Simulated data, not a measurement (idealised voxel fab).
The process module presented herein is designated voxel spacer lines.
Cross-section cut: width 155 nm, square cells of 5 nm.
Bands, listed from the top down, are how a cross-section gets written in this document; the cross-section itself is a grid of square cells, and a band is one or more rows of them. Each band's line starts with the height of the band's top and of its bottom, in nm. Then come its materials from left to right, each with its width in nm. One material with "full width" fills the band from edge to edge. "air" is empty space. Height datum 0, below which the as-received substrate wafer is one material. Lowest band open at the bottom, running downward: "0..down". Per-row width for "30 to 40": begins at first number (top row of band), ends at second number (bottom row), increment between rows held constant. Where the words "identical to before" appear for a step, the cross-section shows no cell changed by that step; every cell remained as before. The entry "Voids, sealed" lists the empty spaces that cover at least 8 cells and have no open path to the top. Each is written as width x height at distance, where the distance is measured from the left edge and all three values are in nm. That trailing text on a step's line, after the settings, is the simulator's own remark on the step. overlay nm: where the mask lay relative to plan, measured to the right, on steps with a mask; negatives go left.
-- These are the steps we planned for the process
1,RECEIVE (material Si)
2,CONFORMAL_DEP (material Al2O3; thk nm 10)
3,DIRECTIONAL_DEP (material W; thk nm 20)
4,DIRECTIONAL_DEP (material aC; thk nm 30)
5,PATTERN (tone cover; mask id MANDREL; material resist; width nm 20; pitch nm 60; thk nm 40; overlay nm 0)
6,DIRECTIONAL_ETCH (etch materials aC; depth nm 30)
7,STRIP (etch materials resist)
8,CONFORMAL_DEP (material SiN; thk nm 10)
9,DIRECTIONAL_ETCH (etch materials SiN; depth nm 10)
10,STRIP (etch materials aC)
11,DIRECTIONAL_ETCH (etch materials W; depth nm 20)
12,STRIP (etch materials SiN)
-- Cross-section of the incoming wafer, state after step 1
0..down  Si full width
Voids, sealed: none
-- This is how the wafer looks in cross-section once the module is done, given the starting state and plan above and one mistake in carrying the plan out
60..50  35 of air; 20 of aC; 40 of air; 20 of aC; 40 of air
50..30  25 of air; 10 of W; 20 of aC; 10 of W; 20 of air; 10 of W; 20 of aC; 10 of W; 30 of air
30..20  25 of air; 40 of W; 20 of air; 40 of W; 30 of air
20..10  W full width
10..0  Al2O3 full width
0..down  Si full width
Voids, sealed: none
what went wrong: step 8 went in with a setting other than planned; the actual run was CONFORMAL_DEP (material W; thk nm 10)
